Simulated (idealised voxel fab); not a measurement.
The document below concerns the process module designated voxel self aligned vias.
Shown is cross-section cut, with a width of 235 nm and square cells of size 5 nm.
In this document a cross-section is written as a grid of square cells. It is given as a series of bands, listed from the top down, and a band is one or more rows of cells.
It is stipulated that each band's entry specify, in nanometres, the height of the top of the band and then that of its bottom, followed by the materials of the band in left-to-right sequence, each together with its width in nanometres. A single material marked by the word "everywhere" is understood to fill the band from edge to edge; the word "empty" is understood to denote empty space.
Measure heights from 0. That's the level where, below it, the as-received wafer is all one material. The lowest band is bottomless and extends downward; write it as in "from 0 down".
Quick explanation for "30 to 40": the width changes in equal steps down the rows of cells, from the first number in the band's top row to the second number in its bottom row.
"nothing got changed" (step): cross-section cells unchanged, all of them.
Under "Fully sealed cavities" you'll find the enclosed gaps, the ones with no way out to the top, that are 8 cells or bigger; each reads width x height at distance, with distance counted from the left edge, everything in nm.
On a step's line, text after the settings is the simulator commenting on that step.
Regarding "overlay nm": on a step with a mask, it is the distance the mask lay to the right of its planned place; a negative value places it to the left.
This section lists the process steps that were planned
1. RECEIVE,material Si
2. CONFORMAL_DEP,material SiO2,thk nm 15
3. CONFORMAL_DEP,material SiCN,thk nm 5
4. DIRECTIONAL_DEP,material SiO2,thk nm 30
5. MASKED_ETCH,tone open,mask id LINES,width nm 25,pitch nm 60,etch materials SiO2,depth nm 30,overlay nm 0
6. CONFORMAL_DEP,material TiN,thk nm 5
7. FILL_DEP,material W,thk nm 10
8. CMP,height nm 50
9. SELECTIVE_ETCH,etch materials W Ru TiN,depth nm 5
10. FILL_DEP,material SiN,thk nm 5
11. CMP,height nm 50
12. DIRECTIONAL_DEP,material SiO2,thk nm 15
13. MASKED_ETCH,tone open,mask id VIAS,width nm 35,pitch nm 60,etch materials SiO2,depth nm 15,overlay nm 0
14. MASKED_ETCH,tone open,mask id VIAS,width nm 35,pitch nm 60,etch materials SiN,depth nm 5,overlay nm 0
15. CONFORMAL_DEP,material TiN,thk nm 5
16. FILL_DEP,material Cu,thk nm 5
17. CMP,height nm 65
18. CONFORMAL_DEP,material SiCN,thk nm 5
The cross-section here shows the wafer as received, i.e. in its state after step 1
- from 0 down | Si everywhere
- Fully sealed cavities: none
Looking at the first of two wafers in cross-section at end of module - ran to plan
- from 70 to 65 | SiCN everywhere
- from 65 to 55 | SiO2 (70), then TiN (5), then Cu (25), then TiN (5), then SiO2 (25), then TiN (5), then Cu (25), then TiN (5), then SiO2 (70)
- from 55 to 50 | SiO2 (70), then TiN (10), then Cu (15), then TiN (10), then SiO2 (25), then TiN (10), then Cu (15), then TiN (10), then SiO2 (70)
- from 50 to 45 | SiO2 (75), then TiN (25), then SiO2 (35), then TiN (25), then SiO2 (75)
- from 45 to 25 | SiO2 (75), then TiN (5), then W (15), then TiN (5), then SiO2 (35), then TiN (5), then W (15), then TiN (5), then SiO2 (75)
- from 25 to 20 | SiO2 (75), then TiN (25), then SiO2 (35), then TiN (25), then SiO2 (75)
- from 20 to 15 | SiCN everywhere
- from 15 to 0 | SiO2 everywhere
- from 0 down | Si everywhere
- Fully sealed cavities: none
So this is wafer number two of the two, cut at the end of the module - it started where the first did and had the same plan, we just got one thing wrong running it
- from 80 to 65 | SiCN everywhere
- from 65 to 55 | SiO2 (70), then TiN (5), then Cu (25), then TiN (5), then SiO2 (25), then TiN (5), then Cu (25), then TiN (5), then SiO2 (70)
- from 55 to 50 | SiO2 (70), then TiN (10), then Cu (15), then TiN (10), then SiO2 (25), then TiN (10), then Cu (15), then TiN (10), then SiO2 (70)
- from 50 to 45 | SiO2 (75), then TiN (25), then SiO2 (35), then TiN (25), then SiO2 (75)
- from 45 to 25 | SiO2 (75), then TiN (5), then W (15), then TiN (5), then SiO2 (35), then TiN (5), then W (15), then TiN (5), then SiO2 (75)
- from 25 to 20 | SiO2 (75), then TiN (25), then SiO2 (35), then TiN (25), then SiO2 (75)
- from 20 to 15 | SiCN everywhere
- from 15 to 0 | SiO2 everywhere
- from 0 down | Si everywhere
- Fully sealed cavities: none
Finding, execution versus plan: step 18 ran with different settings than intended, the actual operation and settings being CONFORMAL_DEP,material SiCN,thk nm 15
at the end the second wafer has, in cells: SiCN +94
